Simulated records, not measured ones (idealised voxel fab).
The following is a process module called voxel self aligned vias.
It is cross-section cut that appears here, measuring 170 nm in width, its square cells being 5 nm in size.
When this document writes out a cross-section, it uses a grid of square cells and lists it as bands, beginning at the top and moving down, with a band standing for one or more rows of cells.
Band: top and bottom heights (nm) first, top before bottom; then materials from left to right, widths in nm. "all across" marks a sole material filling the band edge to edge. "blank" denotes empty space.
Height datum 0, below which the as-received substrate wafer is one material. Lowest band open at the bottom, running downward: "0 down".
With a width like "30 to 40", each row of cells in the band differs from the next by the same amount, the top row carrying the first number and the bottom row the second.
Any step labelled "nothing got changed" changed none of the cells in the cross-section.
Closed empty spaces (no open way to the top) of 8 cells or more are what "Trapped cavities" lists, each as width x height at distance from the left edge, nm for all three.
Heads up: the bit after the settings on a step's line is the simulator's remark on that step.
The setting "overlay nm" may be written on the line of a step. When the step uses a mask, the value reports how far to the right of the planned place the mask lay, and a negative value reports that it lay to the left.
Steps planned for the process:
1: op RECEIVE | material Si
2: op CONFORMAL_DEP | material SiO2 | thk nm 15
3: op CONFORMAL_DEP | material SiCN | thk nm 5
4: op DIRECTIONAL_DEP | material lowk | thk nm 30
5: op DIRECTIONAL_DEP | material aC | thk nm 15
6: op PATTERN | tone open | mask id LINES | material resist | width nm 30 | pitch nm 60 | thk nm 30 | overlay nm 0
7: op DIRECTIONAL_ETCH | etch materials aC | depth nm 15
8: op STRIP | etch materials resist
9: op DIRECTIONAL_ETCH | etch materials lowk | depth nm 30
10: op STRIP | etch materials aC
11: op CONFORMAL_DEP | material TiN | thk nm 5
12: op FILL_DEP | material Ru | thk nm 5
13: op CMP | height nm 50
14: op SELECTIVE_ETCH | etch materials W Ru TiN | depth nm 5
15: op FILL_DEP | material SiN | thk nm 5
16: op CMP | height nm 50
17: op DIRECTIONAL_DEP | material lowk | thk nm 20
18: op DIRECTIONAL_DEP | material aC | thk nm 10
19: op PATTERN | tone open | mask id VIAS | material resist | width nm 40 | thk nm 25 | overlay nm 0
20: op DIRECTIONAL_ETCH | etch materials aC | depth nm 10
21: op STRIP | etch materials resist
22: op DIRECTIONAL_ETCH | etch materials lowk | depth nm 20
23: op DIRECTIONAL_ETCH | etch materials SiN | depth nm 5
24: op STRIP | etch materials aC
25: op CONFORMAL_DEP | material TiN | thk nm 5
26: op FILL_DEP | material W | thk nm 10
27: op CMP | height nm 70
28: op CONFORMAL_DEP | material SiN | thk nm 5
Delivered wafer in cross-section: state after step 1:
	0 down = Si all across
	Trapped cavities: none
As-planned run: cross-section of the first of two wafers at end of module:
	75 to 70 = SiN all across
	70 to 55 = lowk (35), TiN (5), W (30), TiN (5), lowk (95)
	55 to 50 = lowk (35), TiN (10), W (20), TiN (10), lowk (95)
	50 to 45 = lowk (40), TiN (30), lowk (30), SiN (30), lowk (40)
	45 to 25 = lowk (40), TiN (5), Ru (20), TiN (5), lowk (30), TiN (5), Ru (20), TiN (5), lowk (40)
	25 to 20 = lowk (40), TiN (30), lowk (30), TiN (30), lowk (40)
	20 to 15 = SiCN all across
	15 to 0 = SiO2 all across
	0 down = Si all across
	Trapped cavities: none
Same start, same plan as the first wafer - but one mistake in the run. Cross-section of the second of the two at the end of the module:
	75 to 70 = SiN all across
	70 to 55 = lowk (30), TiN (5), W (30), TiN (5), lowk (100)
	55 to 50 = lowk (30), TiN (15), W (20), TiN (5), lowk (100)
	50 to 45 = lowk (40), TiN (30), lowk (30), SiN (30), lowk (40)
	45 to 25 = lowk (40), TiN (5), Ru (20), TiN (5), lowk (30), TiN (5), Ru (20), TiN (5), lowk (40)
	25 to 20 = lowk (40), TiN (30), lowk (30), TiN (30), lowk (40)
	20 to 15 = SiCN all across
	15 to 0 = SiO2 all across
	0 down = Si all across
	Trapped cavities: none
Heads up, the wafer didn't run the way we planned it: step 19 was run on a setting that differed from the plan, and what really ran there is op PATTERN | tone open | mask id VIAS | material resist | width nm 40 | thk nm 25 | overlay nm -5
Upon completion, the cell count for each material on the second wafer equals that on the first, whereas the spatial distribution of those cells differs.
